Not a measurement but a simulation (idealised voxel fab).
The following process module bears the name voxel capacitor over wiring.
For reference, the cross-section in this document is cut, with width 170 nm and square cells of 5 nm.
Bands, listed from the top down, are how a cross-section gets written in this document; the cross-section itself is a grid of square cells, and a band is one or more rows of them.
Top height, bottom height, nm. Materials left to right, width each, nm. Single material + "throughout" = fills band edge to edge. "air" = empty.
Note: height 0 marks the level under which the wafer is uniformly one material as received. Lowest band unbounded below, written "0 nm and below".
When a width is written as two numbers, as in "30 to 40", the first number is the width in the top row of cells of the band and the second is the width in its bottom row, and the width changes by the same amount from each row to the next.
Where the words "left unchanged" appear for a step, the cross-section shows no cell changed by that step; every cell remained as before.
Closed empty spaces (no open way to the top) of 8 cells or more are what "Closed void table" lists, each as width x height at distance from the left edge, nm for all three.
after a step's settings: what the simulator itself notes on the step
"overlay nm" denotes, for a step that has a mask, the displacement of the mask to the right of its planned place, with negative values corresponding to the left.

### So here's the lineup of process steps we planned
1: RECEIVE | material Si
2: CONFORMAL_DEP | material SiO2 | thk nm 10
3: CONFORMAL_DEP | material SiCN | thk nm 5
4: DIRECTIONAL_DEP | material lowk | thk nm 25
5: MASKED_ETCH | tone open | mask id METAL_1 | width nm 30 | pitch nm 100 | etch materials lowk | depth nm 25 | overlay nm 0
6: MASKED_ETCH | tone open | mask id METAL_1 | width nm 30 | pitch nm 100 | etch materials SiCN | depth nm 5 | overlay nm 0
7: CONFORMAL_DEP | material TiN | thk nm 5
8: FILL_DEP | material Ru | thk nm 5
9: CMP | height nm 40
10: CONFORMAL_DEP | material SiCN | thk nm 5
11: DIRECTIONAL_DEP | material SiO2 | thk nm 10
12: DIRECTIONAL_DEP | material aC | thk nm 10
13: PATTERN | tone open | mask id PLUG_1 | material resist | width nm 15 | thk nm 30 | overlay nm 0
14: DIRECTIONAL_ETCH | etch materials aC | depth nm 10
15: STRIP | etch materials resist
16: DIRECTIONAL_ETCH | etch materials SiO2 | depth nm 10
17: DIRECTIONAL_ETCH | etch materials SiCN | depth nm 5
18: STRIP | etch materials aC
19: EPI | material Ru | thk nm 10
20: EPI | material Ru | thk nm 5
21: DIRECTIONAL_DEP | material TiN | thk nm 5
22: DIRECTIONAL_DEP | material SiN | thk nm 5
23: DIRECTIONAL_DEP | material TiN | thk nm 5
24: DIRECTIONAL_DEP | material aC | thk nm 10
25: PATTERN | tone cover | mask id UPPER_PLATE | material resist | width nm 75 | thk nm 30 | overlay nm 0
26: DIRECTIONAL_ETCH | etch materials aC | depth nm 10
27: STRIP | etch materials resist
28: DIRECTIONAL_ETCH | etch materials TiN | depth nm 5
29: DIRECTIONAL_ETCH | etch materials SiN | depth nm 5
30: STRIP | etch materials aC
31: PATTERN | tone cover | mask id LOWER_PLATE | material resist | width nm 85 | thk nm 20 | overlay nm 0
32: DIRECTIONAL_ETCH | etch materials TiN | depth nm 5
33: STRIP | etch materials resist
34: FILL_DEP | material SiO2 | thk nm 20
35: CMP | height nm 85
36: PATTERN | tone open | mask id PLUG_2 | material resist | width nm 15 | thk nm 15 | overlay nm 0
37: DIRECTIONAL_ETCH | etch materials SiO2 | depth nm 15
38: STRIP | etch materials resist
39: CONFORMAL_DEP | material TiN | thk nm 5
40: FILL_DEP | material W | thk nm 10
41: CMP | height nm 85
42: CONFORMAL_DEP | material SiN | thk nm 5

### As-received wafer cross-section (after step 1)
  0 nm and below  Si throughout
  Closed void table: none

### Wafer cross-section at end of module: start and plan as shown above, one execution error
  90 nm to 85 nm  SiN throughout
  85 nm to 75 nm  SiO2=45 to 35, then TiN=15 to 25, then SiO2=110
  75 nm to 70 nm  SiO2=35, then SiN=25, then SiO2=110
  70 nm to 65 nm  SiO2=30, then TiN=80, then SiO2=60
  65 nm to 60 nm  SiO2=25, then Ru=35, then SiN=50, then SiO2=60
  60 nm to 55 nm  SiO2=25, then Ru=35, then TiN=55, then SiO2=55
  55 nm to 45 nm  SiO2=35, then Ru=15, then SiO2=120
  45 nm to 40 nm  SiCN=35, then Ru=15, then SiCN=120
  40 nm to 15 nm  lowk=20, then TiN=5, then Ru=20, then TiN=5, then lowk=70, then TiN=5, then Ru=20, then TiN=5, then lowk=20
  15 nm to 10 nm  SiCN=20, then TiN=30, then SiCN=70, then TiN=30, then SiCN=20
  10 nm to 0 nm  SiO2 throughout
  0 nm and below  Si throughout
  Closed void table: none
Heads up, the wafer didn't run the way we planned it: plan step 19 was twice executed
